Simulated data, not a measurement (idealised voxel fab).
Process module heading - voxel trench capacitor
255 nm wide, 5 nm square cells: that's cross-section cut.
A cross-section is written here as square cells arranged in a grid, and it is given in bands from the top down, each band taking up one or more rows of cells. Top, bottom (nm), then materials left to right with widths (nm); lone material tagged "full width" fills the whole band edge to edge; "blank" = empty space. Zero point of the height axis is 0; under it, received wafer = one material. Lowest band: continues down indefinitely, "top 0, no bottom". The width entry "30->40" should be interpreted row by row: the top row of cells in the band takes the first number, the bottom row takes the second number, and the change between adjacent rows is uniform throughout. Given "nothing altered" for a step, no cell of the cross-section differs between before and after that step. "Closed-off voids" lists enclosed empty spaces (at least 8 cells, no open path upward to the top), each as width x height at distance from the left edge, in nm. Read whatever lies past the settings on a step's line as the simulator's own remark about the step. "overlay nm" answers the question of how far to the right of plan the mask lay on a step that has a mask, and when it is negative the answer is to the left.

Process steps - plan
- 1: RECEIVE,material Si
- 2: CONFORMAL_DEP,material SiN,thk nm 10
- 3: MASKED_ETCH,tone open,mask id TRENCH,width nm 25,pitch nm 45,etch materials SiN,depth nm 10,overlay nm 0
- 4: MASKED_ETCH,tone open,mask id TRENCH,width nm 25,pitch nm 45,etch materials Si,depth nm 25,overlay nm 0
- 5: CONFORMAL_DEP,material Al2O3,thk nm 5
- 6: CONFORMAL_DEP,material TiN,thk nm 5
- 7: FILL_DEP,material W,thk nm 5
- 8: CMP,height nm 10

Cross-section, incoming material, after step 1
- top 0, no bottom | Si full width
- Closed-off voids: none

A wafer at the end: this start, this plan, one mistake
- top 10, bottom 5 | 40 TiN | 5 Al2O3 | 25 SiN | 5 Al2O3 | 10 TiN | 5 Al2O3 | 25 SiN | 5 Al2O3 | 10 TiN | 5 Al2O3 | 25 SiN | 5 Al2O3 | 10 TiN | 5 Al2O3 | 25 SiN | 5 Al2O3 | 45 TiN
- top 5, bottom 0 | 45 Al2O3 | 25 SiN | 20 Al2O3 | 25 SiN | 20 Al2O3 | 25 SiN | 20 Al2O3 | 25 SiN | 50 Al2O3
- top 0, no bottom | Si full width
- Closed-off voids: none
In executing the process, a mistake was made relative to the plan: in deviation from the planned setting, step 3 was conducted as MASKED_ETCH,tone cover,mask id TRENCH,width nm 25,pitch nm 45,etch materials SiN,depth nm 10,overlay nm 0
